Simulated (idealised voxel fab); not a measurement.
process module | voxel wiring stack
cross-section cut | 180 nm wide | cells 5 nm
A cross-section is a grid of square cells, given in bands from the top down. A band is one or more rows of cells.
Each band's line starts with the height of the band's top and of its bottom, in nm. Then come its materials from left to right, each with its width in nm. One material with "throughout" fills the band from edge to edge. "air" is empty space.
Height 0 is the level under which the wafer as received is all one material. The lowest band goes on downwards, as in "0 down".
A width such as "30 to 40" changes by the same amount from each row of cells to the next, from the band's top row to its bottom row.
"no change" after a step means that no cell of the cross-section changed.
closed voids: empty space of 8 cells or more with no open way to the top, each as width x height at its distance from the left edge, in nm
after a step's settings: what the simulator itself notes on the step
overlay nm, on a step with a mask: how far to the right of its planned place the mask lay; to the left if negative
plan
1 op RECEIVE | material Si
2 op CONFORMAL_DEP | material SiO2 | thk nm 10
3 op DIRECTIONAL_DEP | material TiN | thk nm 5
4 op DIRECTIONAL_DEP | material W | thk nm 25
5 op DIRECTIONAL_DEP | material aC | thk nm 10
6 op PATTERN | tone cover | mask id METAL_1 | material resist | width nm 25 | pitch nm 45 | thk nm 30 | overlay nm 0
7 op DIRECTIONAL_ETCH | etch materials aC | depth nm 10
8 op STRIP | etch materials resist
9 op DIRECTIONAL_ETCH | etch materials W | depth nm 25
10 op DIRECTIONAL_ETCH | etch materials TiN | depth nm 5
11 op STRIP | etch materials aC
12 op CONFORMAL_DEP | material SiN | thk nm 5
13 op FILL_DEP | material lowk | thk nm 10
14 op CMP | height nm 30
15 op CONFORMAL_DEP | material SiCN | thk nm 5
16 op DIRECTIONAL_DEP | material lowk | thk nm 30
17 op DIRECTIONAL_DEP | material aC | thk nm 15
18 op PATTERN | tone open | mask id METAL_2_HOLES | material resist | width nm 15 | pitch nm 45 | thk nm 35 | overlay nm 0
19 op DIRECTIONAL_ETCH | etch materials aC | depth nm 15
20 op STRIP | etch materials resist
21 op DIRECTIONAL_ETCH | etch materials lowk | depth nm 30
22 op STRIP | etch materials aC
23 op DIRECTIONAL_DEP | material aC | thk nm 15
24 op PATTERN | tone open | mask id METAL_2 | material resist | width nm 25 | pitch nm 45 | thk nm 30 | overlay nm 0
25 op DIRECTIONAL_ETCH | etch materials aC | depth nm 15
26 op STRIP | etch materials resist
27 op DIRECTIONAL_ETCH | etch materials lowk | depth nm 20
28 op DIRECTIONAL_ETCH | etch materials SiCN | depth nm 5
29 op STRIP | etch materials aC
30 op CONFORMAL_DEP | material TiN | thk nm 5
31 op FILL_DEP | material Cu | thk nm 5
32 op CMP | height nm 75
33 op CONFORMAL_DEP | material SiCN | thk nm 5
34 op DIRECTIONAL_DEP | material lowk | thk nm 25
35 op DIRECTIONAL_DEP | material aC | thk nm 10
36 op PATTERN | tone open | mask id METAL_3_HOLES | material resist | width nm 15 | thk nm 25 | overlay nm 0
37 op DIRECTIONAL_ETCH | etch materials aC | depth nm 10
38 op STRIP | etch materials resist
39 op DIRECTIONAL_ETCH | etch materials lowk | depth nm 25
40 op STRIP | etch materials aC
41 op PATTERN | tone open | mask id METAL_3 | material resist | width nm 25 | pitch nm 45 | thk nm 20 | overlay nm 0
42 op DIRECTIONAL_ETCH | etch materials lowk | depth nm 15
43 op DIRECTIONAL_ETCH | etch materials SiCN | depth nm 5
44 op STRIP | etch materials resist
45 op CONFORMAL_DEP | material TiN | thk nm 5
46 op FILL_DEP | material Cu | thk nm 10
47 op CMP | height nm 105
48 op CONFORMAL_DEP | material SiCN | thk nm 5
49 op DIRECTIONAL_DEP | material SiO2 | thk nm 25
50 op MASKED_ETCH | tone open | mask id METAL_4_HOLES | width nm 15 | etch materials SiO2 | depth nm 25 | overlay nm 0
51 op DIRECTIONAL_DEP | material aC | thk nm 15
52 op PATTERN | tone open | mask id METAL_4 | material resist | width nm 25 | pitch nm 45 | thk nm 35 | overlay nm 0
53 op DIRECTIONAL_ETCH | etch materials aC | depth nm 15
54 op STRIP | etch materials resist
55 op DIRECTIONAL_ETCH | etch materials SiO2 | depth nm 15
56 op DIRECTIONAL_ETCH | etch materials SiCN | depth nm 5
57 op STRIP | etch materials aC
58 op CONFORMAL_DEP | material TiN | thk nm 5
59 op FILL_DEP | material Cu | thk nm 5
60 op CMP | height nm 135
61 op CONFORMAL_DEP | material SiCN | thk nm 5
varied across the wafers: height nm of step 14. The plan shows the first wafer's value. All wafers start alike
first wafer as received, after step 1
  0 down: Si throughout
  closed voids: none
first wafer at the end, after step 61
  140 to 135: SiCN throughout
  135 to 125: SiO2 55 | TiN 5 | Cu 15 | TiN 5 | SiO2 20 | TiN 5 | Cu 15 | TiN 5 | SiO2 55
  125 to 120: SiO2 55 | TiN 5 | Cu 5 | TiN 15 | SiO2 20 | TiN 25 | SiO2 55
  120 to 110: SiO2 55 | TiN 5 | Cu 5 | TiN 5 | SiO2 110
  110 to 105: SiCN 55 | TiN 15 | SiCN 110
  105 to 95: lowk 55 | TiN 5 | Cu 15 | TiN 5 | lowk 20 | TiN 5 | Cu 15 | TiN 5 | lowk 55
  95 to 90: lowk 55 | TiN 5 | Cu 5 | TiN 15 | lowk 20 | TiN 25 | lowk 55
  90 to 80: lowk 55 | TiN 5 | Cu 5 | TiN 5 | lowk 110
  80 to 75: SiCN 55 | TiN 15 | SiCN 110
  75 to 70: Cu throughout
  70 to 65: TiN 60 | Cu 15 | TiN 30 | Cu 15 | TiN 60
  65 to 50: lowk 55 | TiN 5 | Cu 15 | TiN 5 | lowk 20 | TiN 5 | Cu 15 | TiN 5 | lowk 55
  50 to 45: lowk 55 | TiN 5 | Cu 5 | TiN 15 | lowk 20 | TiN 5 | Cu 5 | TiN 15 | lowk 55
  45 to 35: lowk 55 | TiN 5 | Cu 5 | TiN 5 | lowk 30 | TiN 5 | Cu 5 | TiN 5 | lowk 65
  35 to 30: SiCN 55 | TiN 15 | SiCN 30 | TiN 15 | SiCN 65
  30 to 15: lowk 50 | SiN 5 | W 25 | SiN 5 | lowk 10 | SiN 5 | W 25 | SiN 5 | lowk 50
  15 to 10: SiN 55 | TiN 25 | SiN 20 | TiN 25 | SiN 55
  10 to 0: SiO2 throughout
  0 down: Si throughout
  closed voids: none
last wafer at the end
  140 to 135: SiCN throughout
  135 to 125: SiO2 55 | TiN 5 | Cu 15 | TiN 5 | SiO2 20 | TiN 5 | Cu 15 | TiN 5 | SiO2 55
  125 to 120: SiO2 55 | TiN 5 | Cu 5 | TiN 15 | SiO2 20 | TiN 25 | SiO2 55
  120 to 110: SiO2 55 | TiN 5 | Cu 5 | TiN 5 | SiO2 110
  110 to 105: SiCN 55 | TiN 15 | SiCN 110
  105 to 95: lowk 55 | TiN 5 | Cu 15 | TiN 5 | lowk 20 | TiN 5 | Cu 15 | TiN 5 | lowk 55
  95 to 90: lowk 55 | TiN 5 | Cu 5 | TiN 15 | lowk 20 | TiN 25 | lowk 55
  90 to 80: lowk 55 | TiN 5 | Cu 5 | TiN 5 | lowk 110
  80 to 75: SiCN 55 | TiN 15 | SiCN 110
  75 to 70: lowk 55 | TiN 5 | Cu 5 | TiN 15 | lowk 20 | TiN 5 | Cu 5 | TiN 15 | lowk 55
  70 to 60: lowk 55 | TiN 5 | Cu 5 | TiN 5 | lowk 30 | TiN 5 | Cu 5 | TiN 5 | lowk 65
  60 to 55: SiCN 55 | TiN 15 | SiCN 30 | TiN 15 | SiCN 65
  55 to 45: lowk throughout
  45 to 40: lowk 50 | SiN 35 | lowk 10 | SiN 35 | lowk 50
  40 to 15: lowk 50 | SiN 5 | W 25 | SiN 5 | lowk 10 | SiN 5 | W 25 | SiN 5 | lowk 50
  15 to 10: SiN 55 | TiN 25 | SiN 20 | TiN 25 | SiN 55
  10 to 0: SiO2 throughout
  0 down: Si throughout
  closed voids: none
each wafer at the end: cells of each material gained (+) or lost (-) since it was received, then its closed voids
height nm 30 | +96 Cu | +132 SiCN | +38 SiN | +216 SiO2 | +122 TiN | +30 W | +374 lowk | closed voids: none
height nm 35 | +60 Cu | +132 SiCN | +42 SiN | +216 SiO2 | +122 TiN | +40 W | +396 lowk | closed voids: none
height nm 40 | +54 Cu | +132 SiCN | +46 SiN | +216 SiO2 | +92 TiN | +50 W | +418 lowk | closed voids: none
height nm 45 | +48 Cu | +132 SiCN | +60 SiN | +216 SiO2 | +88 TiN | +50 W | +414 lowk | closed voids: none
height nm 50 | +42 Cu | +132 SiCN | +60 SiN | +216 SiO2 | +84 TiN | +50 W | +424 lowk | closed voids: none
height nm 55 | +36 Cu | +132 SiCN | +60 SiN | +216 SiO2 | +80 TiN | +50 W | +434 lowk | closed voids: none
